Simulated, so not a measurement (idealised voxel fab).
You're looking at the process module voxel ribs on slabs.
Section shown: cut. Width: 240 nm. Cell size: 5 nm, square.
For the purposes of this document, a cross-section shall be understood as a grid of square cells, specified as bands listed in top-to-bottom order, each band consisting of one or more rows of cells. Top, bottom (nm), then materials left to right with widths (nm); lone material tagged "everywhere" fills the whole band edge to edge; "air" = empty space. Height is counted from the level 0, under which the received wafer is composed throughout of one material. The lowest of the bands is not closed at the bottom but continues downward, in the notation "0 and below". Width spec "30->40" -> top row of cells at first value, bottom row at second value, equal per-row change in between. Take "everything unchanged" at face value: in the step it is given for, the cross-section changed in none of its cells. "Sealed-off cavities" means: voids of 8 cells or more that are shut off from the top with no open way through. Written width x height at distance, distance from the left edge, in nm. Past the settings on a step's line: simulator remark, on that step. When a step includes a mask, the "overlay nm" setting on its line states how far to the right of its planned place that mask lay, and negative values state how far to the left.
## Planned process steps
1,RECEIVE | material Si
2,DIRECTIONAL_DEP | material SiO2 | thk nm 30
3,DIRECTIONAL_DEP | material SiN | thk nm 20
4,PATTERN | tone cover | mask id RIB | material resist | width nm 20 | thk nm 15 | overlay nm 0
5,DIRECTIONAL_ETCH | etch materials SiN | depth nm 10
6,STRIP | etch materials resist
7,PATTERN | tone cover | mask id SLAB | material resist | width nm 70 | thk nm 15 | overlay nm 0
8,DIRECTIONAL_ETCH | etch materials SiN | depth nm 10
9,STRIP | etch materials resist
10,FILL_DEP | material SiO2 | thk nm 30
11,CMP | height nm 70
12,DIRECTIONAL_DEP | material W | thk nm 10
13,MASKED_ETCH | tone cover | mask id HEATER | width nm 30 | etch materials W | depth nm 10 | overlay nm 0
14,CONFORMAL_DEP | material SiO2 | thk nm 10
## Wafer, first of two, run as planned
## Here's what the wafer looked like in cross-section when it arrived - that's after step 1
	0 and below: Si everywhere
	Sealed-off cavities: none
## State of the wafer after step 2, shown in cross-section
	30 down to 0: SiO2 everywhere
	All layers under 0 are left as they were.
## State of the wafer after step 3, shown in cross-section
	50 down to 30: SiN everywhere
	All layers under 30 are left as they were.
## State of the wafer after step 4, shown in cross-section
	65 down to 50: 110 air, then 20 resist, then 110 air
	All layers under 50 are left as they were.
## State of the wafer after step 5, shown in cross-section
	65 down to 50: 110 air, then 20 resist, then 110 air
	50 down to 40: 110 air, then 20 SiN, then 110 air
	All layers under 40 are left as they were.
## State of the wafer after step 6, shown in cross-section
	50 down to 40: 110 air, then 20 SiN, then 110 air
	All layers under 40 are left as they were.
## State of the wafer after step 7, shown in cross-section
	65 down to 50: 85 air, then 70 resist, then 85 air
	50 down to 40: 85 air, then 25 resist, then 20 SiN, then 25 resist, then 85 air
	All layers under 40 are left as they were.
## State of the wafer after step 8, shown in cross-section
	65 down to 50: 85 air, then 70 resist, then 85 air
	50 down to 40: 85 air, then 25 resist, then 20 SiN, then 25 resist, then 85 air
	40 down to 30: 85 air, then 70 SiN, then 85 air
	All layers under 30 are left as they were.
## State of the wafer after step 9, shown in cross-section
	50 down to 40: 110 air, then 20 SiN, then 110 air
	All layers under 40 are left as they were.
## State of the wafer after step 10, shown in cross-section
	80 down to 50: SiO2 everywhere
	50 down to 40: 110 SiO2, then 20 SiN, then 110 SiO2
	40 down to 30: 85 SiO2, then 70 SiN, then 85 SiO2
	All layers under 30 are left as they were.
## State of the wafer after step 11, shown in cross-section
	70 down to 50: SiO2 everywhere
	All layers under 50 are left as they were.
## State of the wafer after step 12, shown in cross-section
	80 down to 70: W everywhere
	All layers under 70 are left as they were.
## State of the wafer after step 13, shown in cross-section
	80 down to 70: 105 air, then 30 W, then 105 air
	All layers under 70 are left as they were.
## State of the wafer after step 14, shown in cross-section
	90 down to 80: 95 air, then 50 SiO2, then 95 air
	80 down to 70: 105 SiO2, then 30 W, then 105 SiO2
	All layers under 70 are left as they were.
## The second wafer: identical to the first at the outset and in its planned sequence, differing only in that one mistake was made during processing; up to and including step 13, its path is the first wafer's path
Cross-section of the second wafer corresponding to the planned conclusion of step 14: everything unchanged
Misprocessing identified: step 14 in the plan did not get run; it was skipped
Once processing is complete, comparing cell counts shows that the second wafer has more or fewer of certain materials than the first: -104 SiO2
